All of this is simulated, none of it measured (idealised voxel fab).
Process module heading - voxel transistor to metal
The width of the displayed cross-section, cut, is 180 nm; its cells are square, with a size of 5 nm.
The cross-sections in this document take the form of a grid made of square cells. They are written out as bands, in order from top to bottom. Each band consists of one or more rows of cells.
In this notation a band is specified by the heights of its top and bottom, in that order and in nm, after which its materials appear from left to right, each paired with its width in nm. The word "edge to edge" attached to a single material means that material fills the band from edge to edge; the word "air" stands for empty space.
Zero point of the height axis is 0; under it, received wafer = one material. Lowest band: continues down indefinitely, "0..down".
Think of "30..40" as a width that walks from the first number to the second as you go down the band, top row to bottom row, taking equal-sized steps from row to row.
Any step labelled "identical to before" changed none of the cells in the cross-section.
This entry, "Cavities, closed", enumerates those empty regions of no fewer than 8 cells that possess no open connection to the top. Each region is reported in the form width x height at distance, the distance being taken from the left edge, with all three quantities expressed in nm.
Step line, after settings: the simulator's comment on this step.
You can add "overlay nm" to a step's line. For a step with a mask, it describes how far the mask lay to the right of its planned position, and a negative number describes a lay to the left.
Intended process steps:
1. RECEIVE | material Si
2. CONFORMAL_DEP | material SiO2 | thk nm 5
3. CONFORMAL_DEP | material SiN | thk nm 10
4. PATTERN | tone cover | mask id ACTIVE | material resist | width nm 105 | thk nm 20 | overlay nm 0
5. DIRECTIONAL_ETCH | etch materials SiN | depth nm 10
6. DIRECTIONAL_ETCH | etch materials SiO2 | depth nm 5
7. DIRECTIONAL_ETCH | etch materials Si | depth nm 35
8. STRIP | etch materials resist
9. OXIDIZE | depth nm 5
10. FILL_DEP | material SiO2 | thk nm 5
11. CMP | height nm 15
12. SELECTIVE_ETCH | etch materials SiO2 | depth nm 10
13. STRIP | etch materials SiN
14. SELECTIVE_ETCH | etch materials SiO2 | depth nm 5
15. OXIDIZE | depth nm 5
16. DIRECTIONAL_DEP | material polySi | thk nm 20
17. DIRECTIONAL_DEP | material SiCN | thk nm 10
18. PATTERN | tone cover | mask id GATE | material resist | width nm 25 | thk nm 20 | overlay nm 0
19. DIRECTIONAL_ETCH | etch materials SiCN | depth nm 20
20. DIRECTIONAL_ETCH | etch materials polySi | depth nm 30
21. STRIP | etch materials resist
22. CONFORMAL_DEP | material SiN | thk nm 10
23. DIRECTIONAL_ETCH | etch materials SiN | depth nm 10
24. DIRECTIONAL_ETCH | etch materials SiO2 | depth nm 5
25. DIRECTIONAL_ETCH | etch materials Si | depth nm 15
26. EPI | material pSi | thk nm 15
27. FILL_DEP | material SiO2 | thk nm 5
28. CMP | height nm 20
29. STRIP | etch materials polySi
30. SELECTIVE_ETCH | etch materials SiO2 | depth nm 5
31. CONFORMAL_DEP | material HfO2 | thk nm 5
32. CONFORMAL_DEP | material TiN | thk nm 5
33. FILL_DEP | material W | thk nm 5
34. CMP | height nm 15
35. DIRECTIONAL_DEP | material SiO2 | thk nm 15
36. DIRECTIONAL_DEP | material aC | thk nm 10
37. PATTERN | tone open | mask id CONTACT | material resist | width nm 15 | pitch nm 70 | thk nm 30 | overlay nm -15
38. DIRECTIONAL_ETCH | etch materials aC | depth nm 10
39. STRIP | etch materials resist
40. DIRECTIONAL_ETCH | etch materials SiO2 | depth nm 35
41. STRIP | etch materials aC
42. CONFORMAL_DEP | material TiN | thk nm 5
43. FILL_DEP | material W | thk nm 10
44. CMP | height nm 30
45. CONFORMAL_DEP | material SiCN | thk nm 5
46. DIRECTIONAL_DEP | material SiO2 | thk nm 15
47. DIRECTIONAL_DEP | material aC | thk nm 15
48. PATTERN | tone open | mask id METAL_1 | material resist | width nm 15 | pitch nm 70 | thk nm 30 | overlay nm 0
49. DIRECTIONAL_ETCH | etch materials aC | depth nm 15
50. STRIP | etch materials resist
51. DIRECTIONAL_ETCH | etch materials SiO2 | depth nm 15
52. DIRECTIONAL_ETCH | etch materials SiCN | depth nm 5
53. STRIP | etch materials aC
54. CONFORMAL_DEP | material TiN | thk nm 5
55. FILL_DEP | material Cu | thk nm 10
56. CMP | height nm 50
57. CONFORMAL_DEP | material SiCN | thk nm 5
58. DIRECTIONAL_DEP | material SiO2 | thk nm 30
59. DIRECTIONAL_DEP | material aC | thk nm 15
60. PATTERN | tone open | mask id METAL_2 | material resist | width nm 15 | pitch nm 70 | thk nm 35 | overlay nm 0
61. DIRECTIONAL_ETCH | etch materials aC | depth nm 15
62. STRIP | etch materials resist
63. DIRECTIONAL_ETCH | etch materials SiO2 | depth nm 20
64. STRIP | etch materials aC
65. DIRECTIONAL_DEP | material aC | thk nm 15
66. PATTERN | tone open | mask id METAL_2_HOLES | material resist | width nm 15 | pitch nm 70 | thk nm 35 | overlay nm 0
67. DIRECTIONAL_ETCH | etch materials aC | depth nm 15
68. STRIP | etch materials resist
69. DIRECTIONAL_ETCH | etch materials SiO2 | depth nm 10
70. DIRECTIONAL_ETCH | etch materials SiCN | depth nm 5
71. STRIP | etch materials aC
72. CONFORMAL_DEP | material TiN | thk nm 5
73. FILL_DEP | material Cu | thk nm 10
74. CMP | height nm 85
75. CONFORMAL_DEP | material SiN | thk nm 5
It is noted that the wafers described herein are identical at the outset and are distinguished by the overlay nm of step 37; the value stated in the plan corresponds to the first wafer.
Incoming state of the first of several wafers in cross-section: after step 1:
* 0..down | Si edge to edge
* Cavities, closed: none
Each wafer at the end: cells of each material gained (+) or lost (-) since it was received, then its closed voids:
overlay nm -15 | +18 Cu | +13 HfO2 | -185 Si | +60 SiCN | +48 SiN | +558 SiO2 | +78 TiN | +10 W | +48 pSi | Cavities, closed: none
overlay nm -10 | +18 Cu | +13 HfO2 | -185 Si | +60 SiCN | +48 SiN | +557 SiO2 | +79 TiN | +10 W | +48 pSi | Cavities, closed: none
overlay nm -5 | +18 Cu | +13 HfO2 | -185 Si | +60 SiCN | +48 SiN | +559 SiO2 | +79 TiN | +8 W | +48 pSi | Cavities, closed: none
overlay nm 0 | +18 Cu | +13 HfO2 | -185 Si | +60 SiCN | +48 SiN | +559 SiO2 | +79 TiN | +8 W | +48 pSi | Cavities, closed: none
overlay nm 5 | +18 Cu | +13 HfO2 | -185 Si | +60 SiCN | +48 SiN | +559 SiO2 | +79 TiN | +8 W | +48 pSi | Cavities, closed: none
overlay nm 10 | +18 Cu | +13 HfO2 | -185 Si | +60 SiCN | +48 SiN | +557 SiO2 | +79 TiN | +10 W | +48 pSi | Cavities, closed: none
overlay nm 15 | +18 Cu | +13 HfO2 | -185 Si | +60 SiCN | +48 SiN | +558 SiO2 | +78 TiN | +10 W | +48 pSi | Cavities, closed: none
